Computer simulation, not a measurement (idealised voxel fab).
Presented below is a process module, voxel transistor to metal.
This is section cut - it's 145 nm across, gridded in 5 nm square cells.
Each cross-section below is a grid of square cells, stated as bands in top-down order, with one or more rows of cells making up each band. First you get the band's top height and its bottom height, in nm, and then the materials it's made of, left to right, with each width in nm. If you see a single material with "edge to edge", that one covers the band edge to edge. "blank" is empty space. Heights are reckoned from 0. Under this level, the received wafer is all of one material. The bottommost band is open-ended downward, for example "0..down". Top row gets the first number, bottom row gets the second, and each row in between changes by the same step: that is how a band width like "30->40" works. When a step is marked "remained unchanged", none of the cells in the cross-section changed during that step. You'll see "Voids lacking openings" listing empty spaces that have no way open to the top, as long as they're 8 cells or more; the notation is width x height at distance, where the distance is from the left edge, and all of it is in nm. Read whatever lies past the settings on a step's line as the simulator's own remark about the step. A step line may carry the setting "overlay nm", which, for steps involving a mask, states the distance by which the mask lay to the right of its intended position; negative values denote displacement to the left.

Set out below are the planned steps of the process:
1. RECEIVE (material Si)
2. CONFORMAL_DEP (material SiO2; thk nm 5)
3. CONFORMAL_DEP (material SiN; thk nm 10)
4. MASKED_ETCH (tone cover; mask id ACTIVE; width nm 95; etch materials SiN; depth nm 10; overlay nm 0)
5. MASKED_ETCH (tone cover; mask id ACTIVE; width nm 95; etch materials SiO2; depth nm 5; overlay nm 0)
6. MASKED_ETCH (tone cover; mask id ACTIVE; width nm 95; etch materials Si; depth nm 35; overlay nm 0)
7. OXIDIZE (depth nm 5)
8. FILL_DEP (material SiO2; thk nm 15)
9. CMP (height nm 15)
10. SELECTIVE_ETCH (etch materials SiO2; depth nm 10)
11. STRIP (etch materials SiN)
12. SELECTIVE_ETCH (etch materials SiO2; depth nm 5)
13. OXIDIZE (depth nm 5)
14. DIRECTIONAL_DEP (material polySi; thk nm 30)
15. DIRECTIONAL_DEP (material SiCN; thk nm 10)
16. MASKED_ETCH (tone cover; mask id GATE; width nm 25; etch materials SiCN; depth nm 20; overlay nm 0)
17. MASKED_ETCH (tone cover; mask id GATE; width nm 25; etch materials polySi; depth nm 40; overlay nm 0)
18. CONFORMAL_DEP (material SiN; thk nm 5)
19. DIRECTIONAL_ETCH (etch materials SiN; depth nm 5)
20. DIRECTIONAL_ETCH (etch materials SiO2; depth nm 5)
21. EPI (material SiGe; thk nm 5)
22. FILL_DEP (material SiO2; thk nm 5)
23. CMP (height nm 40)
24. DIRECTIONAL_DEP (material SiO2; thk nm 10)
25. PATTERN (tone open; mask id CONTACT; material resist; width nm 15; pitch nm 70; thk nm 20; overlay nm 0)
26. DIRECTIONAL_ETCH (etch materials SiO2; depth nm 50)
27. STRIP (etch materials resist)
28. CONFORMAL_DEP (material TiN; thk nm 5)
29. FILL_DEP (material W; thk nm 10)
30. CMP (height nm 50)
31. CONFORMAL_DEP (material SiCN; thk nm 5)
32. DIRECTIONAL_DEP (material lowk; thk nm 25)
33. DIRECTIONAL_DEP (material aC; thk nm 15)
34. PATTERN (tone open; mask id METAL_1; material resist; width nm 15; pitch nm 70; thk nm 30; overlay nm 0)
35. DIRECTIONAL_ETCH (etch materials aC; depth nm 15)
36. STRIP (etch materials resist)
37. DIRECTIONAL_ETCH (etch materials lowk; depth nm 25)
38. DIRECTIONAL_ETCH (etch materials SiCN; depth nm 5)
39. STRIP (etch materials aC)
40. CONFORMAL_DEP (material TiN; thk nm 5)
41. FILL_DEP (material Ru; thk nm 10)
42. CMP (height nm 80)
43. CONFORMAL_DEP (material SiCN; thk nm 5)
44. DIRECTIONAL_DEP (material lowk; thk nm 35)
45. PATTERN (tone open; mask id METAL_2; material resist; width nm 15; pitch nm 70; thk nm 15; overlay nm 0)
46. DIRECTIONAL_ETCH (etch materials lowk; depth nm 20)
47. STRIP (etch materials resist)
48. MASKED_ETCH (tone open; mask id METAL_2_HOLES; width nm 15; pitch nm 70; etch materials lowk; depth nm 15; overlay nm 0)
49. MASKED_ETCH (tone open; mask id METAL_2_HOLES; width nm 15; pitch nm 70; etch materials SiCN; depth nm 5; overlay nm 0)
50. CONFORMAL_DEP (material TiN; thk nm 5)
51. FILL_DEP (material Ru; thk nm 10)
52. CMP (height nm 120)
53. CONFORMAL_DEP (material SiN; thk nm 5)

This is the cross-section of the wafer as we received it, i.e. after step 1:
* 0..down = Si edge to edge
* Voids lacking openings: none

The cross-section shown corresponds to the wafer at the conclusion of the module. The initial structure and the process plan are those presented above; however, one mistake occurred in executing the plan:
* 125..120 = SiN edge to edge
* 120..100 = lowk 30 nm | TiN 5 nm | Ru 5 nm | TiN 5 nm | lowk 55 nm | TiN 5 nm | Ru 5 nm | TiN 5 nm | lowk 30 nm
* 100..95 = SiCN 30 nm | TiN 15 nm | SiCN 55 nm | TiN 15 nm | SiCN 30 nm
* 95..85 = Ru edge to edge
* 85..80 = TiN 35 nm | Ru 5 nm | TiN 65 nm | Ru 5 nm | TiN 35 nm
* 80..55 = lowk 30 nm | TiN 5 nm | Ru 5 nm | TiN 5 nm | lowk 55 nm | TiN 5 nm | Ru 5 nm | TiN 5 nm | lowk 30 nm
* 55..50 = SiCN 30 nm | TiN 15 nm | SiCN 55 nm | TiN 15 nm | SiCN 30 nm
* 50..40 = SiO2 30 nm | TiN 5 nm | W 5 nm | TiN 5 nm | SiO2 55 nm | TiN 5 nm | W 5 nm | TiN 5 nm | SiO2 30 nm
* 40..30 = SiO2 30 nm | TiN 5 nm | W 5 nm | TiN 5 nm | SiO2 10 nm | SiN 5 nm | SiCN 25 nm | SiN 5 nm | SiO2 10 nm | TiN 5 nm | W 5 nm | TiN 5 nm | SiO2 30 nm
* 30..5 = SiO2 30 nm | TiN 5 nm | W 5 nm | TiN 5 nm | SiO2 10 nm | SiN 5 nm | polySi 25 nm | SiN 5 nm | SiO2 10 nm | TiN 5 nm | W 5 nm | TiN 5 nm | SiO2 30 nm
* 5..0 = SiO2 30 nm | TiN 15 nm | SiO2 10 nm | SiN 5 nm | polySi 25 nm | SiN 5 nm | SiO2 10 nm | TiN 15 nm | SiO2 30 nm
* 0..-5 = SiO2 25 nm | SiGe 30 nm | SiO2 35 nm | SiGe 30 nm | SiO2 25 nm
* -5..-40 = SiO2 30 nm | Si 85 nm | SiO2 30 nm
* -40..down = Si edge to edge
* Voids lacking openings: none
Plan not followed: step 42 of the plan was jumped over and never run
